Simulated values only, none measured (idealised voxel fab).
process module | voxel gate over fins
cross-section cut | 230 nm wide | cells 5 nm
A cross-section is a grid of square cells, given in bands from the top down. A band is one or more rows of cells.
Each band's line starts with the height of the band's top and of its bottom, in nm. Then come its materials from left to right, each with its width in nm. One material with "throughout" fills the band from edge to edge. "air" is empty space.
Height 0 is the level under which the wafer as received is all one material. The lowest band goes on downwards, as in "0 down".
A width such as "30 to 40" changes by the same amount from each row of cells to the next, from the band's top row to its bottom row.
"no change" after a step means that no cell of the cross-section changed.
closed voids: empty space of 8 cells or more with no open way to the top, each as width x height at its distance from the left edge, in nm
after a step's settings: what the simulator itself notes on the step
overlay nm, on a step with a mask: how far to the right of its planned place the mask lay; to the left if negative
plan
1 op RECEIVE | material Si
2 op CONFORMAL_DEP | material SiN | thk nm 10
3 op MASKED_ETCH | tone cover | mask id FINS | width nm 15 | pitch nm 40 | etch materials SiN | depth nm 10 | overlay nm 0
4 op MASKED_ETCH | tone cover | mask id FINS | width nm 15 | pitch nm 40 | etch materials Si | depth nm 30 | overlay nm 0
5 op OXIDIZE | depth nm 5
6 op FILL_DEP | material SiO2 | thk nm 5
7 op CMP | height nm 10
8 op SELECTIVE_ETCH | etch materials SiO2 | depth nm 25
9 op STRIP | etch materials SiN
10 op CONFORMAL_DEP | material HfO2 | thk nm 5
11 op CONFORMAL_DEP | material TiN | thk nm 5
12 op FILL_DEP | material W | thk nm 10
13 op CMP | height nm 15
14 op CONFORMAL_DEP | material SiCN | thk nm 10
varied across the wafers: width nm of step 4. The plan shows the first wafer's value. All wafers start alike
first wafer as received, after step 1
  0 down: Si throughout
  closed voids: none
each wafer at the end: cells of each material gained (+) or lost (-) since it was received, then its closed voids
width nm 15 | +58 HfO2 | -308 Si | +92 SiCN | +176 SiO2 | +58 TiN | +154 W | closed voids: none
width nm 20 | +58 HfO2 | -296 Si | +92 SiCN | +168 SiO2 | +58 TiN | +150 W | closed voids: none
width nm 25 | +58 HfO2 | -284 Si | +92 SiCN | +160 SiO2 | +58 TiN | +146 W | closed voids: none
